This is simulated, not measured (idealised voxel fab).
The name of this process module is voxel gate over fins.
Displayed cross-section: cut, width of 240 nm, square cells sized 5 nm.
Cross-section = grid of square cells, listed top down in bands; band = one or more rows.
Quick guide to a band line: top height, bottom height (nm) up front; then every material left to right with its width in nm. Only one material and it's marked "throughout"? Then it fills the band edge to edge. And "empty" just means empty space.
Height reference: 0 = level under which incoming wafer is all one material. Lowest band: no bottom, runs on downward, e.g. "from 0 down".
It should be noted that a width expressed as "30->40" varies in equal increments from row to row of cells within the band, taking the value of the first number at the top row and that of the second number at the bottom row.
"nothing got changed" after a step means that no cell of the cross-section changed.
Look at "Closed void inventory" for the closed voids: empty spaces with no open path to the top, sized 8 cells or up. Each is width x height at distance, distance from the left edge, all nm.
Past the settings on a step's line: simulator remark, on that step.
For masked steps, "overlay nm" on the step line gives how far right of plan the mask actually lay; a minus sign means it lay to the left.

Set out below are the planned steps of the process
1,op RECEIVE | material Si
2,op CONFORMAL_DEP | material SiN | thk nm 5
3,op DIRECTIONAL_DEP | material aC | thk nm 15
4,op PATTERN | tone cover | mask id FINS | material resist | width nm 15 | pitch nm 50 | thk nm 35 | overlay nm 0
5,op DIRECTIONAL_ETCH | etch materials aC | depth nm 15
6,op STRIP | etch materials resist
7,op DIRECTIONAL_ETCH | etch materials SiN | depth nm 5
8,op DIRECTIONAL_ETCH | etch materials Si | depth nm 35
9,op STRIP | etch materials aC
10,op OXIDIZE | depth nm 5
11,op FILL_DEP | material SiO2 | thk nm 15
12,op CMP | height nm 5
13,op MASKED_ETCH | tone open | mask id RAIL | width nm 15 | etch materials SiO2 | depth nm 35 | overlay nm 0
14,op CONFORMAL_DEP | material TiN | thk nm 5
15,op FILL_DEP | material W | thk nm 5
16,op CMP | height nm 5
17,op SELECTIVE_ETCH | etch materials W Ru TiN | depth nm 20
18,op FILL_DEP | material SiO2 | thk nm 5
19,op CMP | height nm 5
20,op SELECTIVE_ETCH | etch materials SiO2 | depth nm 15
21,op STRIP | etch materials SiN
22,op CONFORMAL_DEP | material HfO2 | thk nm 5
23,op CONFORMAL_DEP | material TiN | thk nm 5
24,op CONFORMAL_DEP | material TiAl | thk nm 5
25,op CONFORMAL_DEP | material TiN | thk nm 5
26,op FILL_DEP | material W | thk nm 15
27,op CMP | height nm 30
28,op CONFORMAL_DEP | material SiCN | thk nm 5

Cross-section, incoming material, after step 1
	from 0 down = Si throughout
	Closed void inventory: none

first wafer at the end, as planned
	from 35 to 30 = SiCN throughout
	from 30 to 20 = W throughout
	from 20 to 15 = 70 W  45 TiN  5 W  45 TiN  75 W
	from 15 to 10 = 70 W  5 TiN  35 TiAl  5 TiN  5 W  5 TiN  35 TiAl  5 TiN  75 W
	from 10 to 5 = 75 TiN  5 TiAl  25 TiN  5 TiAl  15 TiN  5 TiAl  25 TiN  5 TiAl  80 TiN
	from 5 to 0 = 80 TiAl  5 TiN  15 HfO2  5 TiN  25 TiAl  5 TiN  15 HfO2  5 TiN  85 TiAl
	from 0 to -5 = 85 TiN  5 HfO2  5 Si  5 HfO2  35 TiN  5 HfO2  5 Si  5 HfO2  90 TiN
	from -5 to -10 = 90 HfO2  5 Si  45 HfO2  5 Si  95 HfO2
	from -10 to -15 = 90 SiO2  5 Si  45 SiO2  5 Si  95 SiO2
	from -15 to -25 = 90 SiO2  5 Si  15 SiO2  5 TiN  5 W  5 TiN  15 SiO2  5 Si  95 SiO2
	from -25 to -30 = 90 SiO2  5 Si  15 SiO2  15 TiN  15 SiO2  5 Si  95 SiO2
	from -30 to -40 = 90 SiO2  5 Si  45 SiO2  5 Si  95 SiO2
	from -40 down = Si throughout
	Closed void inventory: none

End-of-module cross-section of the second wafer: identical starting point and process plan to the first, with one processing mistake
	from 35 to 30 = SiCN throughout
	from 30 to 20 = W throughout
	from 20 to 15 = 70 W  45 TiN  5 W  45 TiN  75 W
	from 15 to 10 = 70 W  5 TiN  35 TiAl  5 TiN  5 W  5 TiN  35 TiAl  5 TiN  75 W
	from 10 to 5 = 75 TiN  5 TiAl  25 TiN  5 TiAl  15 TiN  5 TiAl  25 TiN  5 TiAl  80 TiN
	from 5 to 0 = 80 TiAl  5 TiN  15 HfO2  5 TiN  25 TiAl  5 TiN  15 HfO2  5 TiN  85 TiAl
	from 0 to -5 = 85 TiN  5 HfO2  5 Si  5 HfO2  35 TiN  5 HfO2  5 Si  5 HfO2  90 TiN
	from -5 to -10 = 90 HfO2  5 Si  45 HfO2  5 Si  95 HfO2
	from -10 to -15 = 90 SiO2  5 Si  45 SiO2  5 Si  95 SiO2
	from -15 to -25 = 80 W  5 TiN  5 SiO2  5 Si  5 SiO2  10 TiN  15 SiO2  10 TiN  5 SiO2  5 Si  5 SiO2  5 TiN  85 W
	from -25 to -30 = 85 TiN  5 SiO2  5 Si  5 SiO2  10 TiN  15 SiO2  10 TiN  5 SiO2  5 Si  5 SiO2  90 TiN
	from -30 to -40 = 90 SiO2  5 Si  45 SiO2  5 Si  95 SiO2
	from -40 down = Si throughout
	Closed void inventory: none
Where did the run depart from the plan? it should be noted that step 13 was executed with settings other than those planned, the operation and settings actually applied being op MASKED_ETCH | tone cover | mask id RAIL | width nm 15 | etch materials SiO2 | depth nm 35 | overlay nm 0
End check, counted in cells, second wafer has more or fewer of these materials than the first: -108 SiO2, +44 TiN, +64 W
